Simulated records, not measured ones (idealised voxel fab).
A process module follows: voxel self aligned contacts.
Square cells of 5 nm make up the cross-section cut, whose width is 290 nm.
A cross-section is a grid of square cells, given in bands from the top down. A band is one or more rows of cells.
Heads up on the band format: heights come first, top then bottom, in nm. After that it's the materials left to right, each with its width in nm. A single material flagged "throughout" fills the whole band edge to edge, and "air" means there's empty space there.
All heights in this document are referenced to 0, defined as the level beneath which the wafer, as received, consists entirely of one material. The lowest band is not bounded below; it extends indefinitely downward and is written in the form "from 0 down".
With a width like "30->40", each row of cells in the band differs from the next by the same amount, the top row carrying the first number and the bottom row the second.
Given "everything unchanged" for a step, no cell of the cross-section differs between before and after that step.
Entry "Trapped cavities" = empty spaces >= 8 cells with no open way to the top; each as width x height at distance, distance from left edge, all nm.
Note: text after step settings on the step line = simulator remark on that step.
"overlay nm" answers the question of how far to the right of plan the mask lay on a step that has a mask, and when it is negative the answer is to the left.
Pairs, read this way: before one process step on the one hand, after it on the other, the after cross-section ending at the lowest band that changed; the step between, settings included, beneath. Same starting wafer throughout, but possibly different runs of this module, so no pair continues from the pair above unless its entry headed "before" says so.

[before]
> from 0 down = Si throughout
> Trapped cavities: none

[Sectional View, Post-Process]
> from 0 to -5 = SiO2 throughout
> For the remainder of the cross-section, below -5, there is no change.
> Trapped cavities: none
Processing between the before and after sections above: OXIDIZE, depth nm 5

before: Reference is made to the cross-section shown after the step in the pair directly above, which represents the state prior to this step.

[Sectional View, Post-Process]
> from 25 to 0 = polySi throughout
> For the remainder of the cross-section, below 0, there is no change.
> Trapped cavities: none
Processing between the before and after sections above: DIRECTIONAL_DEP, material polySi, thk nm 25

before: Reference is made to the cross-section shown after the step in the pair directly above, which represents the state prior to this step.

[Sectional View, Post-Process]
> from 45 to 25 = SiN throughout
> For the remainder of the cross-section, below 25, there is no change.
> Trapped cavities: none
Processing between the before and after sections above: DIRECTIONAL_DEP, material SiN, thk nm 20

before: Reference is made to the cross-section shown after the step in the pair directly above, which represents the state prior to this step.

[Sectional View, Post-Process]
> from 60 to 45 = aC throughout
> For the remainder of the cross-section, below 45, there is no change.
> Trapped cavities: none
Processing between the before and after sections above: DIRECTIONAL_DEP, material aC, thk nm 15

before: Reference is made to the cross-section shown after the step in the pair directly above, which represents the state prior to this step.

[Sectional View, Post-Process]
> from 90 to 60 = 95 nm air, 25 nm resist, 45 nm air, 25 nm resist, 100 nm air
> For the remainder of the cross-section, below 60, there is no change.
> Trapped cavities: none
Processing between the before and after sections above: PATTERN, tone cover, mask id GATE, material resist, width nm 25, pitch nm 70, thk nm 30, overlay nm 0

before: Reference is made to the cross-section shown after the step in the pair directly above, which represents the state prior to this step.

[Sectional View, Post-Process]
> from 75 to 60 = 95 nm air, 25 nm resist, 45 nm air, 25 nm resist, 100 nm air
> from 60 to 45 = 95 nm air, 25 nm aC, 45 nm air, 25 nm aC, 100 nm air
> For the remainder of the cross-section, below 45, there is no change.
> Trapped cavities: none
Processing between the before and after sections above: DIRECTIONAL_ETCH, etch materials aC, depth nm 15

before: Reference is made to the cross-section shown after the step in the pair directly above, which represents the state prior to this step.

[Sectional View, Post-Process]
> from 60 to 45 = 95 nm air, 25 nm aC, 45 nm air, 25 nm aC, 100 nm air
> For the remainder of the cross-section, below 45, there is no change.
> Trapped cavities: none
Processing between the before and after sections above: STRIP, etch materials resist

before: Reference is made to the cross-section shown after the step in the pair directly above, which represents the state prior to this step.

[Sectional View, Post-Process]
> from 60 to 45 = 95 nm air, 25 nm aC, 45 nm air, 25 nm aC, 100 nm air
> from 45 to 25 = 95 nm air, 25 nm SiN, 45 nm air, 25 nm SiN, 100 nm air
> For the remainder of the cross-section, below 25, there is no change.
> Trapped cavities: none
Processing between the before and after sections above: DIRECTIONAL_ETCH, etch materials SiN, depth nm 20

before: Reference is made to the cross-section shown after the step in the pair directly above, which represents the state prior to this step.

[Sectional View, Post-Process]
> from 60 to 45 = 95 nm air, 25 nm aC, 45 nm air, 25 nm aC, 100 nm air
> from 45 to 25 = 95 nm air, 25 nm SiN, 45 nm air, 25 nm SiN, 100 nm air
> from 25 to 0 = 95 nm air, 25 nm polySi, 45 nm air, 25 nm polySi, 100 nm air
> For the remainder of the cross-section, below 0, there is no change.
> Trapped cavities: none
Processing between the before and after sections above: DIRECTIONAL_ETCH, etch materials polySi, depth nm 25

before: Reference is made to the cross-section shown after the step in the pair directly above, which represents the state prior to this step.

[Sectional View, Post-Process]
> from 45 to 25 = 95 nm air, 25 nm SiN, 45 nm air, 25 nm SiN, 100 nm air
> For the remainder of the cross-section, below 25, there is no change.
> Trapped cavities: none
Processing between the before and after sections above: STRIP, etch materials aC

before: Reference is made to the cross-section shown after the step in the pair directly above, which represents the state prior to this step.

[Sectional View, Post-Process]
> from 55 to 25 = 85 nm air, 45 nm SiN, 25 nm air, 45 nm SiN, 90 nm air
> from 25 to 10 = 85 nm air, 10 nm SiN, 25 nm polySi, 10 nm SiN, 25 nm air, 10 nm SiN, 25 nm polySi, 10 nm SiN, 90 nm air
> from 10 to 0 = 95 nm SiN, 25 nm polySi, 45 nm SiN, 25 nm polySi, 100 nm SiN
> For the remainder of the cross-section, below 0, there is no change.
> Trapped cavities: none
Processing between the before and after sections above: CONFORMAL_DEP, material SiN, thk nm 10

before: Reference is made to the cross-section shown after the step in the pair directly above, which represents the state prior to this step.

[Sectional View, Post-Process]
> from 45 to 25 = 85 nm air, 45 nm SiN, 25 nm air, 45 nm SiN, 90 nm air
> from 25 to 0 = 85 nm air, 10 nm SiN, 25 nm polySi, 10 nm SiN, 25 nm air, 10 nm SiN, 25 nm polySi, 10 nm SiN, 90 nm air
> For the remainder of the cross-section, below 0, there is no change.
> Trapped cavities: none
Processing between the before and after sections above: DIRECTIONAL_ETCH, etch materials SiN, depth nm 10

before: Reference is made to the cross-section shown after the step in the pair directly above, which represents the state prior to this step.

[Sectional View, Post-Process]
> from 65 to 45 = SiO2 throughout
> from 45 to 25 = 85 nm SiO2, 45 nm SiN, 25 nm SiO2, 45 nm SiN, 90 nm SiO2
> from 25 to 0 = 85 nm SiO2, 10 nm SiN, 25 nm polySi, 10 nm SiN, 25 nm SiO2, 10 nm SiN, 25 nm polySi, 10 nm SiN, 90 nm SiO2
> For the remainder of the cross-section, below 0, there is no change.
> Trapped cavities: none
Processing between the before and after sections above: FILL_DEP, material SiO2, thk nm 20

before: Reference is made to the cross-section shown after the step in the pair directly above, which represents the state prior to this step.

[Sectional View, Post-Process]
> from 55 to 45 = SiO2 throughout
> For the remainder of the cross-section, below 45, there is no change.
> Trapped cavities: none
Processing between the before and after sections above: CMP, height nm 55

before: Reference is made to the cross-section shown after the step in the pair directly above, which represents the state prior to this step.

[Sectional View, Post-Process]
> from 55 to 45 = 115 nm SiO2, 55 nm air, 120 nm SiO2
> from 45 to 25 = 85 nm SiO2, 45 nm SiN, 25 nm air, 45 nm SiN, 90 nm SiO2
> from 25 to 0 = 85 nm SiO2, 10 nm SiN, 25 nm polySi, 10 nm SiN, 25 nm air, 10 nm SiN, 25 nm polySi, 10 nm SiN, 90 nm SiO2
> from 0 to -5 = 130 nm SiO2, 25 nm air, 135 nm SiO2
> For the remainder of the cross-section, below -5, there is no change.
> Trapped cavities: none
Processing between the before and after sections above: MASKED_ETCH, tone open, mask id CONTACT, width nm 55, etch materials SiO2, depth nm 60, overlay nm 0

before: Reference is made to the cross-section shown after the step in the pair directly above, which represents the state prior to this step.

[Sectional View, Post-Process]
> from 60 to 55 = 120 nm TiN, 45 nm air, 125 nm TiN
> from 55 to 45 = 115 nm SiO2, 5->20 nm TiN, 45->15 nm air, 5->20 nm TiN, 120 nm SiO2
> from 45 to 25 = 85 nm SiO2, 45 nm SiN, 5 nm TiN, 15 nm air, 5 nm TiN, 45 nm SiN, 90 nm SiO2
> from 25 to 0 = 85 nm SiO2, 10 nm SiN, 25 nm polySi, 10 nm SiN, 5 nm TiN, 15 nm air, 5 nm TiN, 10 nm SiN, 25 nm polySi, 10 nm SiN, 90 nm SiO2
> from 0 to -5 = 130 nm SiO2, 25 nm TiN, 135 nm SiO2
> For the remainder of the cross-section, below -5, there is no change.
> Trapped cavities: none
Processing between the before and after sections above: CONFORMAL_DEP, material TiN, thk nm 5

before: Reference is made to the cross-section shown after the step in the pair directly above, which represents the state prior to this step.

[Sectional View, Post-Process]
> from 70 to 60 = W throughout
> from 60 to 55 = 120 nm TiN, 45 nm W, 125 nm TiN
> from 55 to 45 = 115 nm SiO2, 5->20 nm TiN, 45->15 nm W, 5->20 nm TiN, 120 nm SiO2
> from 45 to 25 = 85 nm SiO2, 45 nm SiN, 5 nm TiN, 15 nm W, 5 nm TiN, 45 nm SiN, 90 nm SiO2
> from 25 to 0 = 85 nm SiO2, 10 nm SiN, 25 nm polySi, 10 nm SiN, 5 nm TiN, 15 nm W, 5 nm TiN, 10 nm SiN, 25 nm polySi, 10 nm SiN, 90 nm SiO2
> For the remainder of the cross-section, below 0, there is no change.
> Trapped cavities: none
Processing between the before and after sections above: FILL_DEP, material W, thk nm 10

before: Reference is made to the cross-section shown after the step in the pair directly above, which represents the state prior to this step.

[Sectional View, Post-Process]
> from 55 to 45 = 115 nm SiO2, 5->20 nm TiN, 45->15 nm W, 5->20 nm TiN, 120 nm SiO2
> For the remainder of the cross-section, below 45, there is no change.
> Trapped cavities: none
Processing between the before and after sections above: CMP, height nm 55

before: Reference is made to the cross-section shown after the step in the pair directly above, which represents the state prior to this step.

[Sectional View, Post-Process]
> from 60 to 55 = SiN throughout
> For the remainder of the cross-section, below 55, there is no change.
> Trapped cavities: none
Processing between the before and after sections above: CONFORMAL_DEP, material SiN, thk nm 5

[before]
> from 0 down = Si throughout
> Trapped cavities: none

[Sectional View, Post-Process]
> from 25 to 0 = polySi throughout
> For the remainder of the cross-section, below 0, there is no change.
> Trapped cavities: none
Processing between the before and after sections above: DIRECTIONAL_DEP, material polySi, thk nm 25

before: Reference is made to the cross-section shown after the step in the pair directly above, which represents the state prior to this step.

[Sectional View, Post-Process]
> from 45 to 25 = SiN throughout
> For the remainder of the cross-section, below 25, there is no change.
> Trapped cavities: none
Processing between the before and after sections above: DIRECTIONAL_DEP, material SiN, thk nm 20

before: Reference is made to the cross-section shown after the step in the pair directly above, which represents the state prior to this step.

[Sectional View, Post-Process]
> from 60 to 45 = aC throughout
> For the remainder of the cross-section, below 45, there is no change.
> Trapped cavities: none
Processing between the before and after sections above: DIRECTIONAL_DEP, material aC, thk nm 15

before: Reference is made to the cross-section shown after the step in the pair directly above, which represents the state prior to this step.

[Sectional View, Post-Process]
> from 90 to 60 = 95 nm air, 25 nm resist, 45 nm air, 25 nm resist, 100 nm air
> For the remainder of the cross-section, below 60, there is no change.
> Trapped cavities: none
Processing between the before and after sections above: PATTERN, tone cover, mask id GATE, material resist, width nm 25, pitch nm 70, thk nm 30, overlay nm 0

before: Reference is made to the cross-section shown after the step in the pair directly above, which represents the state prior to this step.

[Sectional View, Post-Process]
> from 75 to 60 = 95 nm air, 25 nm resist, 45 nm air, 25 nm resist, 100 nm air
> from 60 to 45 = 95 nm air, 25 nm aC, 45 nm air, 25 nm aC, 100 nm air
> For the remainder of the cross-section, below 45, there is no change.
> Trapped cavities: none
Processing between the before and after sections above: DIRECTIONAL_ETCH, etch materials aC, depth nm 15

before: Reference is made to the cross-section shown after the step in the pair directly above, which represents the state prior to this step.

[Sectional View, Post-Process]
> from 60 to 45 = 95 nm air, 25 nm aC, 45 nm air, 25 nm aC, 100 nm air
> For the remainder of the cross-section, below 45, there is no change.
> Trapped cavities: none
Processing between the before and after sections above: STRIP, etch materials resist

before: Reference is made to the cross-section shown after the step in the pair directly above, which represents the state prior to this step.

[Sectional View, Post-Process]
> from 60 to 45 = 95 nm air, 25 nm aC, 45 nm air, 25 nm aC, 100 nm air
> from 45 to 25 = 95 nm air, 25 nm SiN, 45 nm air, 25 nm SiN, 100 nm air
> For the remainder of the cross-section, below 25, there is no change.
> Trapped cavities: none
Processing between the before and after sections above: DIRECTIONAL_ETCH, etch materials SiN, depth nm 20

before: Reference is made to the cross-section shown after the step in the pair directly above, which represents the state prior to this step.

[Sectional View, Post-Process]
> from 60 to 45 = 95 nm air, 25 nm aC, 45 nm air, 25 nm aC, 100 nm air
> from 45 to 25 = 95 nm air, 25 nm SiN, 45 nm air, 25 nm SiN, 100 nm air
> from 25 to 0 = 95 nm air, 25 nm polySi, 45 nm air, 25 nm polySi, 100 nm air
> For the remainder of the cross-section, below 0, there is no change.
> Trapped cavities: none
Processing between the before and after sections above: DIRECTIONAL_ETCH, etch materials polySi, depth nm 25

before: Reference is made to the cross-section shown after the step in the pair directly above, which represents the state prior to this step.

[Sectional View, Post-Process]
> from 45 to 25 = 95 nm air, 25 nm SiN, 45 nm air, 25 nm SiN, 100 nm air
> For the remainder of the cross-section, below 25, there is no change.
> Trapped cavities: none
Processing between the before and after sections above: STRIP, etch materials aC

before: Reference is made to the cross-section shown after the step in the pair directly above, which represents the state prior to this step.

[Sectional View, Post-Process]
> from 55 to 25 = 85 nm air, 45 nm SiN, 25 nm air, 45 nm SiN, 90 nm air
> from 25 to 10 = 85 nm air, 10 nm SiN, 25 nm polySi, 10 nm SiN, 25 nm air, 10 nm SiN, 25 nm polySi, 10 nm SiN, 90 nm air
> from 10 to 0 = 95 nm SiN, 25 nm polySi, 45 nm SiN, 25 nm polySi, 100 nm SiN
> For the remainder of the cross-section, below 0, there is no change.
> Trapped cavities: none
Processing between the before and after sections above: CONFORMAL_DEP, material SiN, thk nm 10

before: Reference is made to the cross-section shown after the step in the pair directly above, which represents the state prior to this step.

[Sectional View, Post-Process]
> from 45 to 25 = 85 nm air, 45 nm SiN, 25 nm air, 45 nm SiN, 90 nm air
> from 25 to 0 = 85 nm air, 10 nm SiN, 25 nm polySi, 10 nm SiN, 25 nm air, 10 nm SiN, 25 nm polySi, 10 nm SiN, 90 nm air
> For the remainder of the cross-section, below 0, there is no change.
> Trapped cavities: none
Processing between the before and after sections above: DIRECTIONAL_ETCH, etch materials SiN, depth nm 10

before: Reference is made to the cross-section shown after the step in the pair directly above, which represents the state prior to this step.

[Sectional View, Post-Process]
> from 65 to 45 = SiO2 throughout
> from 45 to 25 = 85 nm SiO2, 45 nm SiN, 25 nm SiO2, 45 nm SiN, 90 nm SiO2
> from 25 to 0 = 85 nm SiO2, 10 nm SiN, 25 nm polySi, 10 nm SiN, 25 nm SiO2, 10 nm SiN, 25 nm polySi, 10 nm SiN, 90 nm SiO2
> For the remainder of the cross-section, below 0, there is no change.
> Trapped cavities: none
Processing between the before and after sections above: FILL_DEP, material SiO2, thk nm 20

before: Reference is made to the cross-section shown after the step in the pair directly above, which represents the state prior to this step.

[Sectional View, Post-Process]
> from 55 to 45 = SiO2 throughout
> For the remainder of the cross-section, below 45, there is no change.
> Trapped cavities: none
Processing between the before and after sections above: CMP, height nm 55

before: Reference is made to the cross-section shown after the step in the pair directly above, which represents the state prior to this step.

[Sectional View, Post-Process]
> from 55 to 45 = 115 nm SiO2, 55 nm air, 120 nm SiO2
> from 45 to 25 = 85 nm SiO2, 45 nm SiN, 25 nm air, 45 nm SiN, 90 nm SiO2
> from 25 to 0 = 85 nm SiO2, 10 nm SiN, 25 nm polySi, 10 nm SiN, 25 nm air, 10 nm SiN, 25 nm polySi, 10 nm SiN, 90 nm SiO2
> For the remainder of the cross-section, below 0, there is no change.
> Trapped cavities: none
Processing between the before and after sections above: MASKED_ETCH, tone open, mask id CONTACT, width nm 55, etch materials SiO2, depth nm 60, overlay nm 0

before: Reference is made to the cross-section shown after the step in the pair directly above, which represents the state prior to this step.

[Sectional View, Post-Process]
> from 60 to 55 = 120 nm TiN, 45 nm air, 125 nm TiN
> from 55 to 45 = 115 nm SiO2, 5->20 nm TiN, 45->15 nm air, 5->20 nm TiN, 120 nm SiO2
> from 45 to 25 = 85 nm SiO2, 45 nm SiN, 5 nm TiN, 15 nm air, 5 nm TiN, 45 nm SiN, 90 nm SiO2
> from 25 to 5 = 85 nm SiO2, 10 nm SiN, 25 nm polySi, 10 nm SiN, 5 nm TiN, 15 nm air, 5 nm TiN, 10 nm SiN, 25 nm polySi, 10 nm SiN, 90 nm SiO2
> from 5 to 0 = 85 nm SiO2, 10 nm SiN, 25 nm polySi, 10 nm SiN, 25 nm TiN, 10 nm SiN, 25 nm polySi, 10 nm SiN, 90 nm SiO2
> For the remainder of the cross-section, below 0, there is no change.
> Trapped cavities: none
Processing between the before and after sections above: CONFORMAL_DEP, material TiN, thk nm 5

before: Reference is made to the cross-section shown after the step in the pair directly above, which represents the state prior to this step.

[Sectional View, Post-Process]
> from 70 to 60 = W throughout
> from 60 to 55 = 120 nm TiN, 45 nm W, 125 nm TiN
> from 55 to 45 = 115 nm SiO2, 5->20 nm TiN, 45->15 nm W, 5->20 nm TiN, 120 nm SiO2
> from 45 to 25 = 85 nm SiO2, 45 nm SiN, 5 nm TiN, 15 nm W, 5 nm TiN, 45 nm SiN, 90 nm SiO2
> from 25 to 5 = 85 nm SiO2, 10 nm SiN, 25 nm polySi, 10 nm SiN, 5 nm TiN, 15 nm W, 5 nm TiN, 10 nm SiN, 25 nm polySi, 10 nm SiN, 90 nm SiO2
> For the remainder of the cross-section, below 5, there is no change.
> Trapped cavities: none
Processing between the before and after sections above: FILL_DEP, material W, thk nm 10

before: Reference is made to the cross-section shown after the step in the pair directly above, which represents the state prior to this step.

[Sectional View, Post-Process]
> from 55 to 45 = 115 nm SiO2, 5->20 nm TiN, 45->15 nm W, 5->20 nm TiN, 120 nm SiO2
> For the remainder of the cross-section, below 45, there is no change.
> Trapped cavities: none
Processing between the before and after sections above: CMP, height nm 55

before: Reference is made to the cross-section shown after the step in the pair directly above, which represents the state prior to this step.

[Sectional View, Post-Process]
> from 60 to 55 = SiN throughout
> For the remainder of the cross-section, below 55, there is no change.
> Trapped cavities: none
Processing between the before and after sections above: CONFORMAL_DEP, material SiN, thk nm 5

[before]
> from 25 to 0 = polySi throughout
> from 0 to -5 = SiO2 throughout
> from -5 down = Si throughout
> Trapped cavities: none

[Sectional View, Post-Process]
> from 50 to 0 = polySi throughout
> For the remainder of the cross-section, below 0, there is no change.
> Trapped cavities: none
Processing between the before and after sections above: DIRECTIONAL_DEP, material polySi, thk nm 25

before: Reference is made to the cross-section shown after the step in the pair directly above, which represents the state prior to this step.

[Sectional View, Post-Process]
> from 70 to 50 = SiN throughout
> For the remainder of the cross-section, below 50, there is no change.
> Trapped cavities: none
Processing between the before and after sections above: DIRECTIONAL_DEP, material SiN, thk nm 20

before: Reference is made to the cross-section shown after the step in the pair directly above, which represents the state prior to this step.

[Sectional View, Post-Process]
> from 85 to 70 = aC throughout
> For the remainder of the cross-section, below 70, there is no change.
> Trapped cavities: none
Processing between the before and after sections above: DIRECTIONAL_DEP, material aC, thk nm 15

before: Reference is made to the cross-section shown after the step in the pair directly above, which represents the state prior to this step.

[Sectional View, Post-Process]
> from 115 to 85 = 95 nm air, 25 nm resist, 45 nm air, 25 nm resist, 100 nm air
> For the remainder of the cross-section, below 85, there is no change.
> Trapped cavities: none
Processing between the before and after sections above: PATTERN, tone cover, mask id GATE, material resist, width nm 25, pitch nm 70, thk nm 30, overlay nm 0

before: Reference is made to the cross-section shown after the step in the pair directly above, which represents the state prior to this step.

[Sectional View, Post-Process]
> from 100 to 85 = 95 nm air, 25 nm resist, 45 nm air, 25 nm resist, 100 nm air
> from 85 to 70 = 95 nm air, 25 nm aC, 45 nm air, 25 nm aC, 100 nm air
> For the remainder of the cross-section, below 70, there is no change.
> Trapped cavities: none
Processing between the before and after sections above: DIRECTIONAL_ETCH, etch materials aC, depth nm 15

before: Reference is made to the cross-section shown after the step in the pair directly above, which represents the state prior to this step.

[Sectional View, Post-Process]
> from 85 to 70 = 95 nm air, 25 nm aC, 45 nm air, 25 nm aC, 100 nm air
> For the remainder of the cross-section, below 70, there is no change.
> Trapped cavities: none
Processing between the before and after sections above: STRIP, etch materials resist

before: Reference is made to the cross-section shown after the step in the pair directly above, which represents the state prior to this step.

[Sectional View, Post-Process]
> from 85 to 70 = 95 nm air, 25 nm aC, 45 nm air, 25 nm aC, 100 nm air
> from 70 to 50 = 95 nm air, 25 nm SiN, 45 nm air, 25 nm SiN, 100 nm air
> For the remainder of the cross-section, below 50, there is no change.
> Trapped cavities: none
Processing between the before and after sections above: DIRECTIONAL_ETCH, etch materials SiN, depth nm 20

before: Reference is made to the cross-section shown after the step in the pair directly above, which represents the state prior to this step.

[Sectional View, Post-Process]
> from 85 to 70 = 95 nm air, 25 nm aC, 45 nm air, 25 nm aC, 100 nm air
> from 70 to 50 = 95 nm air, 25 nm SiN, 45 nm air, 25 nm SiN, 100 nm air
> from 50 to 25 = 95 nm air, 25 nm polySi, 45 nm air, 25 nm polySi, 100 nm air
> For the remainder of the cross-section, below 25, there is no change.
> Trapped cavities: none
Processing between the before and after sections above: DIRECTIONAL_ETCH, etch materials polySi, depth nm 25

before: Reference is made to the cross-section shown after the step in the pair directly above, which represents the state prior to this step.

[Sectional View, Post-Process]
> from 70 to 50 = 95 nm air, 25 nm SiN, 45 nm air, 25 nm SiN, 100 nm air
> For the remainder of the cross-section, below 50, there is no change.
> Trapped cavities: none
Processing between the before and after sections above: STRIP, etch materials aC

before: Reference is made to the cross-section shown after the step in the pair directly above, which represents the state prior to this step.

[Sectional View, Post-Process]
> from 80 to 50 = 85 nm air, 45 nm SiN, 25 nm air, 45 nm SiN, 90 nm air
> from 50 to 35 = 85 nm air, 10 nm SiN, 25 nm polySi, 10 nm SiN, 25 nm air, 10 nm SiN, 25 nm polySi, 10 nm SiN, 90 nm air
> from 35 to 25 = 95 nm SiN, 25 nm polySi, 45 nm SiN, 25 nm polySi, 100 nm SiN
> For the remainder of the cross-section, below 25, there is no change.
> Trapped cavities: none
Processing between the before and after sections above: CONFORMAL_DEP, material SiN, thk nm 10

before: Reference is made to the cross-section shown after the step in the pair directly above, which represents the state prior to this step.

[Sectional View, Post-Process]
> from 70 to 50 = 85 nm air, 45 nm SiN, 25 nm air, 45 nm SiN, 90 nm air
> from 50 to 25 = 85 nm air, 10 nm SiN, 25 nm polySi, 10 nm SiN, 25 nm air, 10 nm SiN, 25 nm polySi, 10 nm SiN, 90 nm air
> For the remainder of the cross-section, below 25, there is no change.
> Trapped cavities: none
Processing between the before and after sections above: DIRECTIONAL_ETCH, etch materials SiN, depth nm 10

before: Reference is made to the cross-section shown after the step in the pair directly above, which represents the state prior to this step.

[Sectional View, Post-Process]
> from 90 to 70 = SiO2 throughout
> from 70 to 50 = 85 nm SiO2, 45 nm SiN, 25 nm SiO2, 45 nm SiN, 90 nm SiO2
> from 50 to 25 = 85 nm SiO2, 10 nm SiN, 25 nm polySi, 10 nm SiN, 25 nm SiO2, 10 nm SiN, 25 nm polySi, 10 nm SiN, 90 nm SiO2
> For the remainder of the cross-section, below 25, there is no change.
> Trapped cavities: none
Processing between the before and after sections above: FILL_DEP, material SiO2, thk nm 20

before: Reference is made to the cross-section shown after the step in the pair directly above, which represents the state prior to this step.

[Sectional View, Post-Process]
> from 55 to 50 = 85 nm SiO2, 45 nm SiN, 25 nm SiO2, 45 nm SiN, 90 nm SiO2
> For the remainder of the cross-section, below 50, there is no change.
> Trapped cavities: none
Processing between the before and after sections above: CMP, height nm 55

before: Reference is made to the cross-section shown after the step in the pair directly above, which represents the state prior to this step.

[Sectional View, Post-Process]
> from 55 to 50 = 85 nm SiO2, 45 nm SiN, 25 nm air, 45 nm SiN, 90 nm SiO2
> from 50 to 25 = 85 nm SiO2, 10 nm SiN, 25 nm polySi, 10 nm SiN, 25 nm air, 10 nm SiN, 25 nm polySi, 10 nm SiN, 90 nm SiO2
> For the remainder of the cross-section, below 25, there is no change.
> Trapped cavities: none
Processing between the before and after sections above: MASKED_ETCH, tone open, mask id CONTACT, width nm 55, etch materials SiO2, depth nm 60, overlay nm 0

before: Reference is made to the cross-section shown after the step in the pair directly above, which represents the state prior to this step.

[Sectional View, Post-Process]
> from 60 to 55 = 135 nm TiN, 15 nm air, 140 nm TiN
> from 55 to 50 = 85 nm SiO2, 45 nm SiN, 5 nm TiN, 15 nm air, 5 nm TiN, 45 nm SiN, 90 nm SiO2
> from 50 to 30 = 85 nm SiO2, 10 nm SiN, 25 nm polySi, 10 nm SiN, 5 nm TiN, 15 nm air, 5 nm TiN, 10 nm SiN, 25 nm polySi, 10 nm SiN, 90 nm SiO2
> from 30 to 25 = 85 nm SiO2, 10 nm SiN, 25 nm polySi, 10 nm SiN, 25 nm TiN, 10 nm SiN, 25 nm polySi, 10 nm SiN, 90 nm SiO2
> For the remainder of the cross-section, below 25, there is no change.
> Trapped cavities: none
Processing between the before and after sections above: CONFORMAL_DEP, material TiN, thk nm 5

before: Reference is made to the cross-section shown after the step in the pair directly above, which represents the state prior to this step.

[Sectional View, Post-Process]
> from 70 to 60 = W throughout
> from 60 to 55 = 135 nm TiN, 15 nm W, 140 nm TiN
> from 55 to 50 = 85 nm SiO2, 45 nm SiN, 5 nm TiN, 15 nm W, 5 nm TiN, 45 nm SiN, 90 nm SiO2
> from 50 to 30 = 85 nm SiO2, 10 nm SiN, 25 nm polySi, 10 nm SiN, 5 nm TiN, 15 nm W, 5 nm TiN, 10 nm SiN, 25 nm polySi, 10 nm SiN, 90 nm SiO2
> For the remainder of the cross-section, below 30, there is no change.
> Trapped cavities: none
Processing between the before and after sections above: FILL_DEP, material W, thk nm 10

before: Reference is made to the cross-section shown after the step in the pair directly above, which represents the state prior to this step.

[Sectional View, Post-Process]
> from 55 to 50 = 85 nm SiO2, 45 nm SiN, 5 nm TiN, 15 nm W, 5 nm TiN, 45 nm SiN, 90 nm SiO2
> For the remainder of the cross-section, below 50, there is no change.
> Trapped cavities: none
Processing between the before and after sections above: CMP, height nm 55

before: Reference is made to the cross-section shown after the step in the pair directly above, which represents the state prior to this step.

[Sectional View, Post-Process]
> from 60 to 55 = SiN throughout
> For the remainder of the cross-section, below 55, there is no change.
> Trapped cavities: none
Processing between the before and after sections above: CONFORMAL_DEP, material SiN, thk nm 5

[before]
> from 45 to 25 = 95 nm air, 25 nm SiN, 45 nm air, 25 nm SiN, 100 nm air
> from 25 to 0 = 95 nm air, 25 nm polySi, 45 nm air, 25 nm polySi, 100 nm air
> from 0 to -5 = SiO2 throughout
> from -5 down = Si throughout
> Trapped cavities: none

[Sectional View, Post-Process]
> from 35 to 25 = 95 nm air, 25 nm SiN, 45 nm air, 25 nm SiN, 100 nm air
> For the remainder of the cross-section, below 25, there is no change.
> Trapped cavities: none
Processing between the before and after sections above: DIRECTIONAL_ETCH, etch materials SiN, depth nm 10

before: Reference is made to the cross-section shown after the step in the pair directly above, which represents the state prior to this step.

[Sectional View, Post-Process]
> from 45 to 25 = 85 nm air, 45 nm SiN, 25 nm air, 45 nm SiN, 90 nm air
> from 25 to 10 = 85 nm air, 10 nm SiN, 25 nm polySi, 10 nm SiN, 25 nm air, 10 nm SiN, 25 nm polySi, 10 nm SiN, 90 nm air
> from 10 to 0 = 95 nm SiN, 25 nm polySi, 45 nm SiN, 25 nm polySi, 100 nm SiN
> For the remainder of the cross-section, below 0, there is no change.
> Trapped cavities: none
Processing between the before and after sections above: CONFORMAL_DEP, material SiN, thk nm 10

before: Reference is made to the cross-section shown after the step in the pair directly above, which represents the state prior to this step.

[Sectional View, Post-Process]
> from 65 to 45 = SiO2 throughout
> from 45 to 25 = 85 nm SiO2, 45 nm SiN, 25 nm SiO2, 45 nm SiN, 90 nm SiO2
> from 25 to 10 = 85 nm SiO2, 10 nm SiN, 25 nm polySi, 10 nm SiN, 25 nm SiO2, 10 nm SiN, 25 nm polySi, 10 nm SiN, 90 nm SiO2
> For the remainder of the cross-section, below 10, there is no change.
> Trapped cavities: none
Processing between the before and after sections above: FILL_DEP, material SiO2, thk nm 20

before: Reference is made to the cross-section shown after the step in the pair directly above, which represents the state prior to this step.

[Sectional View, Post-Process]
> from 55 to 45 = SiO2 throughout
> For the remainder of the cross-section, below 45, there is no change.
> Trapped cavities: none
Processing between the before and after sections above: CMP, height nm 55

before: Reference is made to the cross-section shown after the step in the pair directly above, which represents the state prior to this step.

[Sectional View, Post-Process]
> from 55 to 45 = 115 nm SiO2, 55 nm air, 120 nm SiO2
> from 45 to 25 = 85 nm SiO2, 45 nm SiN, 25 nm air, 45 nm SiN, 90 nm SiO2
> from 25 to 10 = 85 nm SiO2, 10 nm SiN, 25 nm polySi, 10 nm SiN, 25 nm air, 10 nm SiN, 25 nm polySi, 10 nm SiN, 90 nm SiO2
> For the remainder of the cross-section, below 10, there is no change.
> Trapped cavities: none
Processing between the before and after sections above: MASKED_ETCH, tone open, mask id CONTACT, width nm 55, etch materials SiO2, depth nm 60, overlay nm 0

before: Reference is made to the cross-section shown after the step in the pair directly above, which represents the state prior to this step.

[Sectional View, Post-Process]
> from 60 to 55 = 120 nm TiN, 45 nm air, 125 nm TiN
> from 55 to 45 = 115 nm SiO2, 5->20 nm TiN, 45->15 nm air, 5->20 nm TiN, 120 nm SiO2
> from 45 to 25 = 85 nm SiO2, 45 nm SiN, 5 nm TiN, 15 nm air, 5 nm TiN, 45 nm SiN, 90 nm SiO2
> from 25 to 15 = 85 nm SiO2, 10 nm SiN, 25 nm polySi, 10 nm SiN, 5 nm TiN, 15 nm air, 5 nm TiN, 10 nm SiN, 25 nm polySi, 10 nm SiN, 90 nm SiO2
> from 15 to 10 = 85 nm SiO2, 10 nm SiN, 25 nm polySi, 10 nm SiN, 25 nm TiN, 10 nm SiN, 25 nm polySi, 10 nm SiN, 90 nm SiO2
> For the remainder of the cross-section, below 10, there is no change.
> Trapped cavities: none
Processing between the before and after sections above: CONFORMAL_DEP, material TiN, thk nm 5
